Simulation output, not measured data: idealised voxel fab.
Module name: voxel tone inversion (process module)
Cross-section cut: width 170 nm, square cells of 5 nm.
This document writes a cross-section as a grid whose cells are square, and gives it as bands, listed from the top down; one or more rows of cells form a band.
Top, bottom (nm), then materials left to right with widths (nm); lone material tagged "everywhere" fills the whole band edge to edge; "blank" = empty space.
All heights in this document are referenced to 0, defined as the level beneath which the wafer, as received, consists entirely of one material. The lowest band is not bounded below; it extends indefinitely downward and is written in the form "from 0 down".
The width entry "30..40" should be interpreted row by row: the top row of cells in the band takes the first number, the bottom row takes the second number, and the change between adjacent rows is uniform throughout.
For the purposes of this document, the phrase "remains unaltered" attached to a step denotes that no cell within the cross-section was modified by that step.
Enclosed internal cavities: empty space of 8 cells or more with no open way to the top, each as width x height at its distance from the left edge, in nm
That trailing text on a step's line, after the settings, is the simulator's own remark on the step.
"overlay nm", when on a step's line for a step with a mask, measures how far to the right of its planned place the mask lay; a negative measure means to the left.

**Set out below are the planned steps of the process**
1 op RECEIVE | material Si
2 op CONFORMAL_DEP | material SiN | thk nm 10
3 op DIRECTIONAL_DEP | material aC | thk nm 25
4 op PATTERN | tone cover | mask id POSTS | material resist | width nm 15 | pitch nm 40 | thk nm 30 | overlay nm 0
5 op DIRECTIONAL_ETCH | etch materials aC | depth nm 25
6 op STRIP | etch materials resist
7 op FILL_DEP | material lowk | thk nm 10
8 op CMP | height nm 35
9 op STRIP | etch materials aC
10 op CONFORMAL_DEP | material TiN | thk nm 5
11 op FILL_DEP | material Ru | thk nm 10
12 op CMP | height nm 35
13 op CONFORMAL_DEP | material SiCN | thk nm 5
Don't read the plan's width nm for step 4 as applying to every wafer: that's the first wafer's value, and the wafers differ in it, though they all start identical.

**Cross-sectional view of the first of several wafers in the as-received condition, corresponding to the state following step 1**
  from 0 down: Si everywhere
  Enclosed internal cavities: none

**Note: the following table is arranged by wafer, a row apiece. Each row reports the end-of-module state: per material, cells gained (+) or cells lost (-) compared with the wafer as received; closed voids follow**
width nm 15, +12 Ru, +34 SiCN, +68 SiN, +33 TiN, +125 lowk, Enclosed internal cavities: none
width nm 20, +24 Ru, +34 SiCN, +68 SiN, +36 TiN, +110 lowk, Enclosed internal cavities: none
width nm 25, +36 Ru, +34 SiCN, +68 SiN, +39 TiN, +95 lowk, Enclosed internal cavities: none
